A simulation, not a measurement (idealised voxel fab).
process module | voxel self aligned vias
cross-section cut | 205 nm wide | cells 5 nm
A cross-section is a grid of square cells, given in bands from the top down. A band is one or more rows of cells.
Each band's line starts with the height of the band's top and of its bottom, in nm. Then come its materials from left to right, each with its width in nm. One material with "throughout" fills the band from edge to edge. "air" is empty space.
Height 0 is the level under which the wafer as received is all one material. The lowest band goes on downwards, as in "0 down".
A width such as "30 to 40" changes by the same amount from each row of cells to the next, from the band's top row to its bottom row.
"no change" after a step means that no cell of the cross-section changed.
closed voids: empty space of 8 cells or more with no open way to the top, each as width x height at its distance from the left edge, in nm
after a step's settings: what the simulator itself notes on the step
overlay nm, on a step with a mask: how far to the right of its planned place the mask lay; to the left if negative
plan
1 op RECEIVE | material Si
2 op CONFORMAL_DEP | material SiO2 | thk nm 10
3 op CONFORMAL_DEP | material SiCN | thk nm 5
4 op DIRECTIONAL_DEP | material lowk | thk nm 30
5 op DIRECTIONAL_DEP | material aC | thk nm 10
6 op PATTERN | tone open | mask id LINES | material resist | width nm 25 | pitch nm 60 | thk nm 25 | overlay nm 0
7 op DIRECTIONAL_ETCH | etch materials aC | depth nm 10
8 op STRIP | etch materials resist
9 op DIRECTIONAL_ETCH | etch materials lowk | depth nm 30
10 op STRIP | etch materials aC
11 op CONFORMAL_DEP | material TiN | thk nm 5
12 op FILL_DEP | material W | thk nm 5
13 op CMP | height nm 45
14 op SELECTIVE_ETCH | etch materials W Ru TiN | depth nm 10
15 op FILL_DEP | material SiN | thk nm 10
16 op CMP | height nm 45
17 op DIRECTIONAL_DEP | material lowk | thk nm 15
18 op PATTERN | tone open | mask id VIAS | material resist | width nm 45 | pitch nm 60 | thk nm 15 | overlay nm 0
19 op DIRECTIONAL_ETCH | etch materials lowk | depth nm 15
20 op DIRECTIONAL_ETCH | etch materials SiN | depth nm 10
21 op STRIP | etch materials resist
22 op CONFORMAL_DEP | material TiN | thk nm 5
23 op FILL_DEP | material Ru | thk nm 10
24 op CMP | height nm 60
25 op CONFORMAL_DEP | material SiN | thk nm 5
first wafer, as planned
as received, after step 1
  0 down: Si throughout
  closed voids: none
after step 2
  10 to 0: SiO2 throughout
  below 0: unchanged
after step 3
  15 to 10: SiCN throughout
  below 10: unchanged
after step 4
  45 to 15: lowk throughout
  below 15: unchanged
after step 5
  55 to 45: aC throughout
  below 45: unchanged
after step 6
  80 to 55: resist 60 | air 25 | resist 35 | air 25 | resist 60
  below 55: unchanged
after step 7
  70 to 55: resist 60 | air 25 | resist 35 | air 25 | resist 60
  55 to 45: aC 60 | air 25 | aC 35 | air 25 | aC 60
  below 45: unchanged
after step 8
  55 to 45: aC 60 | air 25 | aC 35 | air 25 | aC 60
  below 45: unchanged
after step 9
  55 to 45: aC 60 | air 25 | aC 35 | air 25 | aC 60
  45 to 15: lowk 60 | air 25 | lowk 35 | air 25 | lowk 60
  below 15: unchanged
after step 10
  45 to 15: lowk 60 | air 25 | lowk 35 | air 25 | lowk 60
  below 15: unchanged
after step 11
  50 to 45: TiN 65 | air 15 | TiN 45 | air 15 | TiN 65
  45 to 20: lowk 60 | TiN 5 | air 15 | TiN 5 | lowk 35 | TiN 5 | air 15 | TiN 5 | lowk 60
  20 to 15: lowk 60 | TiN 25 | lowk 35 | TiN 25 | lowk 60
  below 15: unchanged
after step 12
  55 to 50: W throughout
  50 to 45: TiN 65 | W 15 | TiN 45 | W 15 | TiN 65
  45 to 20: lowk 60 | TiN 5 | W 15 | TiN 5 | lowk 35 | TiN 5 | W 15 | TiN 5 | lowk 60
  below 20: unchanged
after step 13
  45 to 20: lowk 60 | TiN 5 | W 15 | TiN 5 | lowk 35 | TiN 5 | W 15 | TiN 5 | lowk 60
  below 20: unchanged
after step 14
  45 to 35: lowk 60 | air 25 | lowk 35 | air 25 | lowk 60
  below 35: unchanged
after step 15
  55 to 45: SiN throughout
  45 to 35: lowk 60 | SiN 25 | lowk 35 | SiN 25 | lowk 60
  below 35: unchanged
after step 16
  45 to 35: lowk 60 | SiN 25 | lowk 35 | SiN 25 | lowk 60
  below 35: unchanged
after step 17
  60 to 45: lowk throughout
  below 45: unchanged
after step 18
  75 to 60: resist 50 | air 45 | resist 15 | air 45 | resist 50
  below 60: unchanged
after step 19
  75 to 60: resist 50 | air 45 | resist 15 | air 45 | resist 50
  60 to 45: lowk 50 | air 45 | lowk 15 | air 45 | lowk 50
  below 45: unchanged
after step 20
  75 to 60: resist 50 | air 45 | resist 15 | air 45 | resist 50
  60 to 45: lowk 50 | air 45 | lowk 15 | air 45 | lowk 50
  45 to 35: lowk 60 | air 25 | lowk 35 | air 25 | lowk 60
  below 35: unchanged
after step 21
  60 to 45: lowk 50 | air 45 | lowk 15 | air 45 | lowk 50
  below 45: unchanged
after step 22
  65 to 60: TiN 55 | air 35 | TiN 25 | air 35 | TiN 55
  60 to 50: lowk 50 | TiN 5 | air 35 | TiN 5 | lowk 15 | TiN 5 | air 35 | TiN 5 | lowk 50
  50 to 40: lowk 50 to 60 | TiN 15 to 5 | air 15 | TiN 15 to 5 | lowk 15 to 35 | TiN 15 to 5 | air 15 | TiN 15 to 5 | lowk 50 to 60
  40 to 35: lowk 60 | TiN 25 | lowk 35 | TiN 25 | lowk 60
  below 35: unchanged
after step 23
  75 to 65: Ru throughout
  65 to 60: TiN 55 | Ru 35 | TiN 25 | Ru 35 | TiN 55
  60 to 50: lowk 50 | TiN 5 | Ru 35 | TiN 5 | lowk 15 | TiN 5 | Ru 35 | TiN 5 | lowk 50
  50 to 40: lowk 50 to 60 | TiN 15 to 5 | Ru 15 | TiN 15 to 5 | lowk 15 to 35 | TiN 15 to 5 | Ru 15 | TiN 15 to 5 | lowk 50 to 60
  below 40: unchanged
after step 24
  60 to 50: lowk 50 | TiN 5 | Ru 35 | TiN 5 | lowk 15 | TiN 5 | Ru 35 | TiN 5 | lowk 50
  below 50: unchanged
after step 25
  65 to 60: SiN throughout
  below 60: unchanged
second wafer: like start, like plan, one mistake. Through step 5 it matches the first wafer
when step 6 should have ended
  80 to 55: resist 55 | air 35 | resist 25 | air 35 | resist 55
  below 55: unchanged
when step 7 should have ended
  70 to 55: resist 55 | air 35 | resist 25 | air 35 | resist 55
  55 to 45: aC 55 | air 35 | aC 25 | air 35 | aC 55
  below 45: unchanged
when step 8 should have ended
  55 to 45: aC 55 | air 35 | aC 25 | air 35 | aC 55
  below 45: unchanged
when step 9 should have ended
  55 to 45: aC 55 | air 35 | aC 25 | air 35 | aC 55
  45 to 15: lowk 55 | air 35 | lowk 25 | air 35 | lowk 55
  below 15: unchanged
when step 10 should have ended
  45 to 15: lowk 55 | air 35 | lowk 25 | air 35 | lowk 55
  below 15: unchanged
when step 11 should have ended
  50 to 45: TiN 60 | air 25 | TiN 35 | air 25 | TiN 60
  45 to 20: lowk 55 | TiN 5 | air 25 | TiN 5 | lowk 25 | TiN 5 | air 25 | TiN 5 | lowk 55
  20 to 15: lowk 55 | TiN 35 | lowk 25 | TiN 35 | lowk 55
  below 15: unchanged
when step 12 should have ended
  55 to 50: W throughout
  50 to 45: TiN 60 | W 25 | TiN 35 | W 25 | TiN 60
  45 to 20: lowk 55 | TiN 5 | W 25 | TiN 5 | lowk 25 | TiN 5 | W 25 | TiN 5 | lowk 55
  below 20: unchanged
when step 13 should have ended
  45 to 20: lowk 55 | TiN 5 | W 25 | TiN 5 | lowk 25 | TiN 5 | W 25 | TiN 5 | lowk 55
  below 20: unchanged
when step 14 should have ended
  45 to 35: lowk 55 | air 35 | lowk 25 | air 35 | lowk 55
  below 35: unchanged
when step 15 should have ended
  55 to 45: SiN throughout
  45 to 35: lowk 55 | SiN 35 | lowk 25 | SiN 35 | lowk 55
  below 35: unchanged
when step 16 should have ended
  45 to 35: lowk 55 | SiN 35 | lowk 25 | SiN 35 | lowk 55
  below 35: unchanged
when step 17 should have ended
  60 to 45: lowk throughout
  below 45: unchanged
when step 18 should have ended
  75 to 60: resist 50 | air 45 | resist 15 | air 45 | resist 50
  below 60: unchanged
when step 19 should have ended
  75 to 60: resist 50 | air 45 | resist 15 | air 45 | resist 50
  60 to 45: lowk 50 | air 45 | lowk 15 | air 45 | lowk 50
  below 45: unchanged
when step 20 should have ended
  75 to 60: resist 50 | air 45 | resist 15 | air 45 | resist 50
  60 to 45: lowk 50 | air 45 | lowk 15 | air 45 | lowk 50
  45 to 35: lowk 55 | air 35 | lowk 25 | air 35 | lowk 55
  below 35: unchanged
when step 21 should have ended
  60 to 45: lowk 50 | air 45 | lowk 15 | air 45 | lowk 50
  below 45: unchanged
when step 22 should have ended
  65 to 60: TiN 55 | air 35 | TiN 25 | air 35 | TiN 55
  60 to 50: lowk 50 | TiN 5 | air 35 | TiN 5 | lowk 15 | TiN 5 | air 35 | TiN 5 | lowk 50
  50 to 40: lowk 50 to 55 | TiN 10 to 5 | air 25 | TiN 10 to 5 | lowk 15 to 25 | TiN 10 to 5 | air 25 | TiN 10 to 5 | lowk 50 to 55
  40 to 35: lowk 55 | TiN 35 | lowk 25 | TiN 35 | lowk 55
  below 35: unchanged
when step 23 should have ended
  75 to 65: Ru throughout
  65 to 60: TiN 55 | Ru 35 | TiN 25 | Ru 35 | TiN 55
  60 to 50: lowk 50 | TiN 5 | Ru 35 | TiN 5 | lowk 15 | TiN 5 | Ru 35 | TiN 5 | lowk 50
  50 to 40: lowk 50 to 55 | TiN 10 to 5 | Ru 25 | TiN 10 to 5 | lowk 15 to 25 | TiN 10 to 5 | Ru 25 | TiN 10 to 5 | lowk 50 to 55
  below 40: unchanged
when step 24 should have ended
  60 to 50: lowk 50 | TiN 5 | Ru 35 | TiN 5 | lowk 15 | TiN 5 | Ru 35 | TiN 5 | lowk 50
  below 50: unchanged
when step 25 should have ended
  65 to 60: SiN throughout
  below 60: unchanged
what went wrong: step 6 ran as: op PATTERN | tone open | mask id LINES | material resist | width nm 35 | pitch nm 60 | thk nm 25 | overlay nm 0
at the end the second wafer has, in cells: 8 more of Ru | 4 more of TiN | 12 more of W | 24 fewer of lowk
